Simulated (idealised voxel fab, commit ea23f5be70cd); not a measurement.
You're looking at the process module voxel released beams.
The cross-section on display is named cut; it measures 170 nm wide, and its cells are 5 nm squares.
For the purposes of this document, a cross-section shall be understood as a grid of square cells, specified as bands listed in top-to-bottom order, each band consisting of one or more rows of cells. Quick guide to a band line: top height, bottom height (nm) up front; then every material left to right with its width in nm. Only one material and it's marked "everywhere"? Then it fills the band edge to edge. And "air" just means empty space. Basically, 0 is our baseline, since under it the wafer straight out of the box is all one material. The bottom band has no lower end and keeps on going down, so it looks like "0 -> down". Graded width ("30..40"): value in top row of band = first number; value in bottom row = second number; row-to-row change constant. "nothing was modified" (step): cross-section cells unchanged, all of them. "Closed cavities" lists enclosed empty spaces (at least 8 cells, no open path upward to the top), each as width x height at distance from the left edge, in nm. If you see something after the settings on a step's line, that's the simulator's own remark about that step. The "overlay nm" setting may appear on a step's line; for a step that uses a mask, it gives how far to the right of its planned position the mask lay, and a negative value indicates the left.

plan
1) RECEIVE,material Si
2) CONFORMAL_DEP,material SiN,thk nm 10
3) DIRECTIONAL_DEP,material SiO2,thk nm 10
4) MASKED_ETCH,tone open,mask id ANCHOR,width nm 45,etch materials SiO2,depth nm 10,overlay nm 0
5) CONFORMAL_DEP,material W,thk nm 15
6) MASKED_ETCH,tone cover,mask id BEAM,width nm 105,etch materials W,depth nm 15,overlay nm 0
7) STRIP,etch materials SiO2

First out of two wafers; run went to plan

as received, after step 1
* 0 -> down: Si everywhere
* Closed cavities: none

after step 2
* 10 -> 0: SiN everywhere
* Under the height 0 nothing was changed.

after step 3
* 20 -> 10: SiO2 everywhere
* Under the height 10 nothing was changed.

after step 4
* 20 -> 10: SiO2 35, then air 45, then SiO2 90
* Under the height 10 nothing was changed.

after step 5
* 35 -> 25: W 50, then air 15, then W 105
* 25 -> 20: W everywhere
* 20 -> 10: SiO2 35, then W 45, then SiO2 90
* Under the height 10 nothing was changed.

after step 6
* 35 -> 25: air 30, then W 20, then air 15, then W 70, then air 35
* 25 -> 20: air 30, then W 105, then air 35
* Under the height 20 nothing was changed.

after step 7
* 35 -> 25: air 30, then W 20, then air 15, then W 70, then air 35
* 25 -> 20: air 30, then W 105, then air 35
* 20 -> 10: air 35, then W 45, then air 90
* Under the height 10 nothing was changed.

The second wafer began exactly as the first did and followed the same plan, but one mistake was made while running it; through step 4 inclusive, the two wafers are identical

Here is the second wafer in cross-section at the point where step 5 of the plan should have been done
* 35 -> 25: SiN 50, then air 15, then SiN 105
* 25 -> 20: SiN everywhere
* 20 -> 10: SiO2 35, then SiN 45, then SiO2 90
* Under the height 10 nothing was changed.

Here is the second wafer in cross-section at the point where step 6 of the plan should have been done: nothing was modified

Here is the second wafer in cross-section at the point where step 7 of the plan should have been done: nothing was modified
Deviation noted in wafer processing: it should be noted that step 5 was executed with settings other than those planned, the operation and settings actually applied being CONFORMAL_DEP,material SiN,thk nm 15
Final wafer comparison in cells, second versus first, more or fewer per material: SiN +114 | SiO2 +50 | W -75
